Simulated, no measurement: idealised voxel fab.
process module | voxel double patterning
cross-section cut | 210 nm wide | cells 5 nm
A cross-section is a grid of square cells, given in bands from the top down. A band is one or more rows of cells.
Each band's line starts with the height of the band's top and of its bottom, in nm. Then come its materials from left to right, each with its width in nm. One material with "throughout" fills the band from edge to edge. "air" is empty space.
Height 0 is the level under which the wafer as received is all one material. The lowest band goes on downwards, as in "0 down".
A width such as "30 to 40" changes by the same amount from each row of cells to the next, from the band's top row to its bottom row.
"no change" after a step means that no cell of the cross-section changed.
closed voids: empty space of 8 cells or more with no open way to the top, each as width x height at its distance from the left edge, in nm
after a step's settings: what the simulator itself notes on the step
overlay nm, on a step with a mask: how far to the right of its planned place the mask lay; to the left if negative
plan
1 op RECEIVE | material Si
2 op CONFORMAL_DEP | material SiO2 | thk nm 5
3 op DIRECTIONAL_DEP | material polySi | thk nm 15
4 op DIRECTIONAL_DEP | material SiN | thk nm 10
5 op PATTERN | tone open | mask id FIRST | material resist | width nm 15 | pitch nm 50 | thk nm 15 | overlay nm -15
6 op DIRECTIONAL_ETCH | etch materials SiN | depth nm 10
7 op STRIP | etch materials resist
8 op MASKED_ETCH | tone open | mask id SECOND | width nm 15 | etch materials SiN | depth nm 10 | overlay nm 0
9 op DIRECTIONAL_ETCH | etch materials polySi | depth nm 15
10 op STRIP | etch materials SiN
varied across the wafers: overlay nm of step 5. The plan shows the first wafer's value. All wafers start alike
first wafer as received, after step 1
  0 down: Si throughout
  closed voids: none
first wafer at the end, after step 10
  20 to 5: polySi 55 | air 15 | polySi 25 | air 25 | polySi 90
  5 to 0: SiO2 throughout
  0 down: Si throughout
  closed voids: none
last wafer at the end
  20 to 5: polySi 85 | air 25 | polySi 25 | air 15 | polySi 60
  5 to 0: SiO2 throughout
  0 down: Si throughout
  closed voids: none
each wafer at the end: cells of each material gained (+) or lost (-) since it was received, then its closed voids
overlay nm -15 | +42 SiO2 | +102 polySi | closed voids: none
overlay nm -10 | +42 SiO2 | +99 polySi | closed voids: none
overlay nm -5 | +42 SiO2 | +99 polySi | closed voids: none
overlay nm 0 | +42 SiO2 | +99 polySi | closed voids: none
overlay nm 5 | +42 SiO2 | +99 polySi | closed voids: none
overlay nm 10 | +42 SiO2 | +99 polySi | closed voids: none
overlay nm 15 | +42 SiO2 | +102 polySi | closed voids: none
